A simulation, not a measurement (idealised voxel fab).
The following is a process module called voxel wiring stack.
In the cross-section labelled cut, the width is 270 nm and each square cell is 5 nm.
When this document writes out a cross-section, it uses a grid of square cells and lists it as bands, beginning at the top and moving down, with a band standing for one or more rows of cells. This entry defines a band. It first specifies the height of the band's top and the height of its bottom in nm, and then specifies the band's materials from left to right, stating each material with its width in nm. The word "edge to edge" identifies a single material that fills the band from edge to edge, while the word "air" identifies empty space. We count height from 0. Below that, the starting wafer is all one material. The lowest band never ends at the bottom but goes on down; see "0..down" for how that is written. A width given as "30->40" starts at the first number in the band's top row and ends at the second number in its bottom row, shifting by an equal amount at every step from row to row. Step marked "left unchanged"? Then no cell in the cross-section changed in it. "Closed void roster" enumerates empty spaces isolated from the top, with no open way to it, that contain at least 8 cells, giving each as width x height at distance from the left edge, all three in nm. What comes after the settings on a step's line is commentary from the simulator itself on that step. overlay nm: step with mask; distance mask lay right of planned place; negative value = left of planned place.
BELOW IS THE LIST OF PLANNED PROCESS STEPS
- 1: RECEIVE | material Si
- 2: CONFORMAL_DEP | material SiO2 | thk nm 15
- 3: CONFORMAL_DEP | material SiN | thk nm 5
- 4: DIRECTIONAL_DEP | material lowk | thk nm 15
- 5: PATTERN | tone open | mask id METAL_1 | material resist | width nm 30 | pitch nm 60 | thk nm 20 | overlay nm 0
- 6: DIRECTIONAL_ETCH | etch materials lowk | depth nm 15
- 7: DIRECTIONAL_ETCH | etch materials SiN | depth nm 5
- 8: STRIP | etch materials resist
- 9: CONFORMAL_DEP | material TiN | thk nm 5
- 10: FILL_DEP | material Cu | thk nm 5
- 11: CMP | height nm 35
- 12: CONFORMAL_DEP | material SiCN | thk nm 5
- 13: DIRECTIONAL_DEP | material lowk | thk nm 30
- 14: DIRECTIONAL_DEP | material aC | thk nm 10
- 15: PATTERN | tone open | mask id METAL_2 | material resist | width nm 30 | pitch nm 60 | thk nm 25 | overlay nm 0
- 16: DIRECTIONAL_ETCH | etch materials aC | depth nm 10
- 17: STRIP | etch materials resist
- 18: DIRECTIONAL_ETCH | etch materials lowk | depth nm 20
- 19: STRIP | etch materials aC
- 20: MASKED_ETCH | tone open | mask id METAL_2_HOLES | width nm 15 | pitch nm 60 | etch materials lowk | depth nm 10 | overlay nm 0
- 21: MASKED_ETCH | tone open | mask id METAL_2_HOLES | width nm 15 | pitch nm 60 | etch materials SiCN | depth nm 5 | overlay nm 0
- 22: CONFORMAL_DEP | material TiN | thk nm 5
- 23: FILL_DEP | material Cu | thk nm 5
- 24: CMP | height nm 70
- 25: CONFORMAL_DEP | material SiCN | thk nm 5
- 26: DIRECTIONAL_DEP | material lowk | thk nm 30
- 27: DIRECTIONAL_DEP | material aC | thk nm 10
- 28: PATTERN | tone open | mask id METAL_3_HOLES | material resist | width nm 15 | pitch nm 120 | thk nm 25 | overlay nm 0
- 29: DIRECTIONAL_ETCH | etch materials aC | depth nm 10
- 30: STRIP | etch materials resist
- 31: DIRECTIONAL_ETCH | etch materials lowk | depth nm 30
- 32: STRIP | etch materials aC
- 33: DIRECTIONAL_DEP | material aC | thk nm 10
- 34: PATTERN | tone open | mask id METAL_3 | material resist | width nm 30 | pitch nm 60 | thk nm 25 | overlay nm 0
- 35: DIRECTIONAL_ETCH | etch materials aC | depth nm 10
- 36: STRIP | etch materials resist
- 37: DIRECTIONAL_ETCH | etch materials lowk | depth nm 15
- 38: DIRECTIONAL_ETCH | etch materials SiCN | depth nm 5
- 39: STRIP | etch materials aC
- 40: CONFORMAL_DEP | material TiN | thk nm 5
- 41: FILL_DEP | material Cu | thk nm 5
- 42: CMP | height nm 105
- 43: CONFORMAL_DEP | material SiCN | thk nm 5
Heads up: all these wafers start the same, and what changes between them is the width nm in step 20. The value you see in the plan is just what the first wafer got.
THE AS-RECEIVED CROSS-SECTION OF THE FIRST OF SEVERAL WAFERS CORRESPONDS TO THE STATE AFTER STEP 1
* 0..down: Si edge to edge
* Closed void roster: none
POST STEP 43, THE CLOSING STEP OF THE MODULE: FIRST OF SEVERAL WAFERS, CROSS-SECTIONED
* 110..105: SiCN edge to edge
* 105..95: 30 of lowk; 5 of TiN; 20 of Cu; 5 of TiN; 30 of lowk; 5 of TiN; 20 of Cu; 5 of TiN; 30 of lowk; 5 of TiN; 20 of Cu; 5 of TiN; 30 of lowk; 5 of TiN; 20 of Cu; 5 of TiN; 30 of lowk
* 95..90: 30 of lowk; 5 of TiN; 5 of Cu; 20 of TiN; 30 of lowk; 30 of TiN; 30 of lowk; 5 of TiN; 5 of Cu; 20 of TiN; 30 of lowk; 30 of TiN; 30 of lowk
* 90..75: 30 of lowk; 5 of TiN; 5 of Cu; 5 of TiN; 105 of lowk; 5 of TiN; 5 of Cu; 5 of TiN; 105 of lowk
* 75..70: 30 of SiCN; 15 of TiN; 105 of SiCN; 15 of TiN; 105 of SiCN
* 70..55: 30 of lowk; 5 of TiN; 20 of Cu; 5 of TiN; 30 of lowk; 5 of TiN; 20 of Cu; 5 of TiN; 30 of lowk; 5 of TiN; 20 of Cu; 5 of TiN; 30 of lowk; 5 of TiN; 20 of Cu; 5 of TiN; 30 of lowk
* 55..50: 30 of lowk; 5 of TiN; 5 of Cu; 20 of TiN; 30 of lowk; 5 of TiN; 5 of Cu; 20 of TiN; 30 of lowk; 5 of TiN; 5 of Cu; 20 of TiN; 30 of lowk; 5 of TiN; 5 of Cu; 20 of TiN; 30 of lowk
* 50..40: 30 of lowk; 5 of TiN; 5 of Cu; 5 of TiN; 45 of lowk; 5 of TiN; 5 of Cu; 5 of TiN; 45 of lowk; 5 of TiN; 5 of Cu; 5 of TiN; 45 of lowk; 5 of TiN; 5 of Cu; 5 of TiN; 45 of lowk
* 40..35: 30 of SiCN; 15 of TiN; 45 of SiCN; 15 of TiN; 45 of SiCN; 15 of TiN; 45 of SiCN; 15 of TiN; 45 of SiCN
* 35..20: 30 of lowk; 5 of TiN; 20 of Cu; 5 of TiN; 30 of lowk; 5 of TiN; 20 of Cu; 5 of TiN; 30 of lowk; 5 of TiN; 20 of Cu; 5 of TiN; 30 of lowk; 5 of TiN; 20 of Cu; 5 of TiN; 30 of lowk
* 20..15: 30 of SiN; 30 of TiN; 30 of SiN; 30 of TiN; 30 of SiN; 30 of TiN; 30 of SiN; 30 of TiN; 30 of SiN
* 15..0: SiO2 edge to edge
* 0..down: Si edge to edge
* Closed void roster: none
CROSS-SECTIONAL VIEW, END OF MODULE, LAST WAFER OF SEVERAL
* 110..105: SiCN edge to edge
* 105..95: 30 of lowk; 5 of TiN; 20 of Cu; 5 of TiN; 30 of lowk; 5 of TiN; 20 of Cu; 5 of TiN; 30 of lowk; 5 of TiN; 20 of Cu; 5 of TiN; 30 of lowk; 5 of TiN; 20 of Cu; 5 of TiN; 30 of lowk
* 95..90: 30 of lowk; 5 of TiN; 5 of Cu; 20 of TiN; 30 of lowk; 30 of TiN; 30 of lowk; 5 of TiN; 5 of Cu; 20 of TiN; 30 of lowk; 30 of TiN; 30 of lowk
* 90..75: 30 of lowk; 5 of TiN; 5 of Cu; 5 of TiN; 105 of lowk; 5 of TiN; 5 of Cu; 5 of TiN; 105 of lowk
* 75..70: 30 of SiCN; 15 of TiN; 105 of SiCN; 15 of TiN; 105 of SiCN
* 70..60: 25 of lowk; 5->10 of TiN; 25->20 of Cu; 5 of TiN; 25 of lowk; 5->10 of TiN; 25->20 of Cu; 5 of TiN; 25 of lowk; 5->10 of TiN; 25->20 of Cu; 5 of TiN; 25 of lowk; 5->10 of TiN; 25->20 of Cu; 5 of TiN; 30 of lowk
* 60..50: 30 of lowk; 5 of TiN; 20->15 of Cu; 5->10 of TiN; 30 of lowk; 5 of TiN; 20->15 of Cu; 5->10 of TiN; 30 of lowk; 5 of TiN; 20->15 of Cu; 5->10 of TiN; 30 of lowk; 5 of TiN; 20->15 of Cu; 5->10 of TiN; 30 of lowk
* 50..40: 30 of lowk; 5 of TiN; 15->5 of Cu; 5->15 of TiN; 35 of lowk; 5 of TiN; 15->5 of Cu; 5->15 of TiN; 35 of lowk; 5 of TiN; 15->5 of Cu; 5->15 of TiN; 35 of lowk; 5 of TiN; 15->5 of Cu; 5->15 of TiN; 35 of lowk
* 40..35: 30 of SiCN; 15 of TiN; 45 of SiCN; 15 of TiN; 45 of SiCN; 15 of TiN; 45 of SiCN; 15 of TiN; 45 of SiCN
* 35..20: 30 of lowk; 5 of TiN; 20 of Cu; 5 of TiN; 30 of lowk; 5 of TiN; 20 of Cu; 5 of TiN; 30 of lowk; 5 of TiN; 20 of Cu; 5 of TiN; 30 of lowk; 5 of TiN; 20 of Cu; 5 of TiN; 30 of lowk
* 20..15: 30 of SiN; 30 of TiN; 30 of SiN; 30 of TiN; 30 of SiN; 30 of TiN; 30 of SiN; 30 of TiN; 30 of SiN
* 15..0: SiO2 edge to edge
* 0..down: Si edge to edge
* Closed void roster: none
HERE IS HOW TO READ THE ROWS: EVERY WAFER HAS A ROW, AND IT SHOWS THE WAFER AT THE END OF THE MODULE, GIVING FOR EACH MATERIAL HOW MANY CELLS WERE GAINED (+) OR LOST (-) SINCE THE WAFER WAS RECEIVED, THEN LISTING ITS CLOSED VOIDS
width nm 15; +148 Cu; +144 SiCN; +30 SiN; +162 SiO2; +176 TiN; +528 lowk; Closed void roster: none
width nm 20; +156 Cu; +144 SiCN; +30 SiN; +162 SiO2; +176 TiN; +520 lowk; Closed void roster: none
width nm 25; +160 Cu; +144 SiCN; +30 SiN; +162 SiO2; +180 TiN; +512 lowk; Closed void roster: none
width nm 30; +168 Cu; +144 SiCN; +30 SiN; +162 SiO2; +180 TiN; +504 lowk; Closed void roster: none
